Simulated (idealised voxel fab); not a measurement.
Proc. module: voxel wiring stack
Shown is cross-section cut, with a width of 275 nm and square cells of size 5 nm.
In this document a cross-section is written as a grid of square cells. It is given as a series of bands, listed from the top down, and a band is one or more rows of cells. Per band: top height and bottom height in nm, followed by the left-to-right materials and their widths in nm; "throughout" marks a single material spanning edge to edge, "empty" marks empty space. Below 0: as-received wafer, all one material; heights counted from there. Lowest band: no bottom, goes on down, written "top 0, no bottom". Read "30->40" as a graded width: first number on top, second number at the bottom, same change between each pair of neighbouring rows. Any step labelled "remained unchanged" changed none of the cells in the cross-section. "Internal closed voids" lists enclosed empty spaces (at least 8 cells, no open path upward to the top), each as width x height at distance from the left edge, in nm. Whatever follows a step's settings on its line is a remark the simulator itself makes about that step. Among the settings permitted on a step's line is "overlay nm"; applied to a step with a mask, it specifies the extent to which the mask lay to the right of its planned position, whereas a negative figure signifies a position to the left.
The process steps that were planned are listed below
- 1: RECEIVE with material Si
- 2: CONFORMAL_DEP with material SiO2, thk nm 10
- 3: CONFORMAL_DEP with material SiN, thk nm 5
- 4: DIRECTIONAL_DEP with material SiO2, thk nm 15
- 5: DIRECTIONAL_DEP with material aC, thk nm 10
- 6: PATTERN with tone open, mask id METAL_1, material resist, width nm 20, pitch nm 40, thk nm 25, overlay nm 0
- 7: DIRECTIONAL_ETCH with etch materials aC, depth nm 10
- 8: STRIP with etch materials resist
- 9: DIRECTIONAL_ETCH with etch materials SiO2, depth nm 15
- 10: DIRECTIONAL_ETCH with etch materials SiN, depth nm 5
- 11: STRIP with etch materials aC
- 12: CONFORMAL_DEP with material TiN, thk nm 5
- 13: FILL_DEP with material Cu, thk nm 5
- 14: CMP with height nm 30
- 15: CONFORMAL_DEP with material SiCN, thk nm 5
- 16: DIRECTIONAL_DEP with material SiO2, thk nm 20
- 17: MASKED_ETCH with tone open, mask id PLUG_1, width nm 15, pitch nm 40, etch materials SiO2, depth nm 20, overlay nm 0
- 18: MASKED_ETCH with tone open, mask id PLUG_1, width nm 15, pitch nm 40, etch materials SiCN, depth nm 5, overlay nm 0
- 19: EPI with material Ru, thk nm 10
- 20: EPI with material Ru, thk nm 10
- 21: EPI with material Ru, thk nm 5
- 22: CONFORMAL_DEP with material SiN, thk nm 5
- 23: DIRECTIONAL_DEP with material SiO2, thk nm 20
- 24: DIRECTIONAL_DEP with material aC, thk nm 10
- 25: PATTERN with tone open, mask id METAL_2, material resist, width nm 20, pitch nm 40, thk nm 25, overlay nm 0
- 26: DIRECTIONAL_ETCH with etch materials aC, depth nm 10
- 27: STRIP with etch materials resist
- 28: DIRECTIONAL_ETCH with etch materials SiO2, depth nm 20
- 29: DIRECTIONAL_ETCH with etch materials SiN, depth nm 5
- 30: STRIP with etch materials aC
- 31: CONFORMAL_DEP with material TiN, thk nm 5
- 32: FILL_DEP with material Ru, thk nm 10
- 33: CMP with height nm 80
- 34: CONFORMAL_DEP with material SiCN, thk nm 5
- 35: DIRECTIONAL_DEP with material lowk, thk nm 20
- 36: DIRECTIONAL_DEP with material aC, thk nm 15
- 37: PATTERN with tone open, mask id PLUG_2, material resist, width nm 15, pitch nm 40, thk nm 30, overlay nm 0
- 38: DIRECTIONAL_ETCH with etch materials aC, depth nm 15
- 39: STRIP with etch materials resist
- 40: DIRECTIONAL_ETCH with etch materials lowk, depth nm 20
- 41: DIRECTIONAL_ETCH with etch materials SiCN, depth nm 5
- 42: STRIP with etch materials aC
- 43: CONFORMAL_DEP with material TiN, thk nm 5
- 44: FILL_DEP with material W, thk nm 10
- 45: CMP with height nm 105
- 46: DIRECTIONAL_DEP with material TiN, thk nm 5
- 47: DIRECTIONAL_DEP with material W, thk nm 15
- 48: MASKED_ETCH with tone cover, mask id METAL_3, width nm 20, pitch nm 40, etch materials W, depth nm 15, overlay nm 0
- 49: MASKED_ETCH with tone cover, mask id METAL_3, width nm 20, pitch nm 40, etch materials TiN, depth nm 5, overlay nm 0
- 50: FILL_DEP with material lowk, thk nm 5
- 51: CMP with height nm 125
- 52: CONFORMAL_DEP with material SiCN, thk nm 5
Cross-section, incoming material, after step 1
  top 0, no bottom = Si throughout
  Internal closed voids: none
Module complete - cross-section of the first of two wafers, run according to plan
  top 130, bottom 125 = SiCN throughout
  top 125, bottom 110 = 65 of lowk | 20 of W | 20 of lowk | 20 of W | 20 of lowk | 20 of W | 20 of lowk | 20 of W | 70 of lowk
  top 110, bottom 105 = 65 of lowk | 20 of TiN | 20 of lowk | 20 of TiN | 20 of lowk | 20 of TiN | 20 of lowk | 20 of TiN | 70 of lowk
  top 105, bottom 85 = 65 of lowk | 5 of TiN | 5 of W | 5 of TiN | 25 of lowk | 5 of TiN | 5 of W | 5 of TiN | 25 of lowk | 5 of TiN | 5 of W | 5 of TiN | 25 of lowk | 5 of TiN | 5 of W | 5 of TiN | 75 of lowk
  top 85, bottom 80 = 65 of SiCN | 15 of TiN | 25 of SiCN | 15 of TiN | 25 of SiCN | 15 of TiN | 25 of SiCN | 15 of TiN | 75 of SiCN
  top 80, bottom 60 = 65 of SiO2 | 5 of TiN | 10 of Ru | 5 of TiN | 20 of SiO2 | 5 of TiN | 10 of Ru | 5 of TiN | 20 of SiO2 | 5 of TiN | 10 of Ru | 5 of TiN | 20 of SiO2 | 5 of TiN | 10 of Ru | 5 of TiN | 70 of SiO2
  top 60, bottom 55 = 65 of SiN | 20 of TiN | 20 of SiN | 20 of TiN | 20 of SiN | 20 of TiN | 20 of SiN | 20 of TiN | 70 of SiN
  top 55, bottom 35 = 65 of SiO2 | 15 of Ru | 25 of SiO2 | 15 of Ru | 25 of SiO2 | 15 of Ru | 25 of SiO2 | 15 of Ru | 75 of SiO2
  top 35, bottom 30 = 65 of SiCN | 15 of Ru | 25 of SiCN | 15 of Ru | 25 of SiCN | 15 of Ru | 25 of SiCN | 15 of Ru | 75 of SiCN
  top 30, bottom 15 = 65 of SiO2 | 5 of TiN | 10 of Cu | 5 of TiN | 20 of SiO2 | 5 of TiN | 10 of Cu | 5 of TiN | 20 of SiO2 | 5 of TiN | 10 of Cu | 5 of TiN | 20 of SiO2 | 5 of TiN | 10 of Cu | 5 of TiN | 70 of SiO2
  top 15, bottom 10 = 65 of SiN | 20 of TiN | 20 of SiN | 20 of TiN | 20 of SiN | 20 of TiN | 20 of SiN | 20 of TiN | 70 of SiN
  top 10, bottom 0 = SiO2 throughout
  top 0, no bottom = Si throughout
  Internal closed voids: none
Cross-sectional image of the second wafer of the two following completion of the module. Starting state and process plan were the same as for the first wafer; one execution error occurred
  top 130, bottom 125 = SiCN throughout
  top 125, bottom 110 = 65 of lowk | 20 of W | 20 of lowk | 20 of W | 20 of lowk | 20 of W | 20 of lowk | 20 of W | 70 of lowk
  top 110, bottom 105 = 65 of lowk | 20 of TiN | 20 of lowk | 20 of TiN | 20 of lowk | 20 of TiN | 20 of lowk | 20 of TiN | 70 of lowk
  top 105, bottom 85 = 65 of lowk | 5 of TiN | 5 of W | 5 of TiN | 25 of lowk | 5 of TiN | 5 of W | 5 of TiN | 25 of lowk | 5 of TiN | 5 of W | 5 of TiN | 25 of lowk | 5 of TiN | 5 of W | 5 of TiN | 75 of lowk
  top 85, bottom 80 = 65 of SiCN | 15 of TiN | 25 of SiCN | 15 of TiN | 25 of SiCN | 15 of TiN | 25 of SiCN | 15 of TiN | 75 of SiCN
  top 80, bottom 65 = 55 of Ru | 5 of TiN | 5 of SiO2 | 5 of TiN | 25 of Ru | 5 of TiN | 5 of SiO2 | 5 of TiN | 25 of Ru | 5 of TiN | 5 of SiO2 | 5 of TiN | 25 of Ru | 5 of TiN | 5 of SiO2 | 5 of TiN | 85 of Ru
  top 65, bottom 60 = 60 of TiN | 5 of SiO2 | 5 of TiN | 10 of Ru | 20 of TiN | 5 of SiO2 | 5 of TiN | 10 of Ru | 20 of TiN | 5 of SiO2 | 5 of TiN | 10 of Ru | 20 of TiN | 5 of SiO2 | 5 of TiN | 10 of Ru | 75 of TiN
  top 60, bottom 55 = 60 of SiO2 | 5 of SiN | 20 of TiN | 15 of SiO2 | 5 of SiN | 20 of TiN | 15 of SiO2 | 5 of SiN | 20 of TiN | 15 of SiO2 | 5 of SiN | 20 of TiN | 70 of SiO2
  top 55, bottom 40 = 60 of SiO2 | 5 of SiN | 15 of SiO2 | 5 of SiN | 15 of SiO2 | 5 of SiN | 15 of SiO2 | 5 of SiN | 15 of SiO2 | 5 of SiN | 15 of SiO2 | 5 of SiN | 15 of SiO2 | 5 of SiN | 15 of SiO2 | 5 of SiN | 70 of SiO2
  top 40, bottom 35 = 65 of SiN | 15 of SiO2 | 25 of SiN | 15 of SiO2 | 25 of SiN | 15 of SiO2 | 25 of SiN | 15 of SiO2 | 75 of SiN
  top 35, bottom 30 = SiCN throughout
  top 30, bottom 15 = 65 of SiO2 | 5 of TiN | 10 of Cu | 5 of TiN | 20 of SiO2 | 5 of TiN | 10 of Cu | 5 of TiN | 20 of SiO2 | 5 of TiN | 10 of Cu | 5 of TiN | 20 of SiO2 | 5 of TiN | 10 of Cu | 5 of TiN | 70 of SiO2
  top 15, bottom 10 = 65 of SiN | 20 of TiN | 20 of SiN | 20 of TiN | 20 of SiN | 20 of TiN | 20 of SiN | 20 of TiN | 70 of SiN
  top 10, bottom 0 = SiO2 throughout
  top 0, no bottom = Si throughout
  Internal closed voids: none
Run error: step 17 ran with different settings than intended, the actual operation and settings being MASKED_ETCH with tone cover, mask id PLUG_1, width nm 15, pitch nm 40, etch materials SiO2, depth nm 20, overlay nm 0
Final difference in cells, second wafer against first, listed per material as more or fewer: 45 more of Ru; 12 more of SiCN; 32 more of SiN; 124 fewer of SiO2; 35 more of TiN
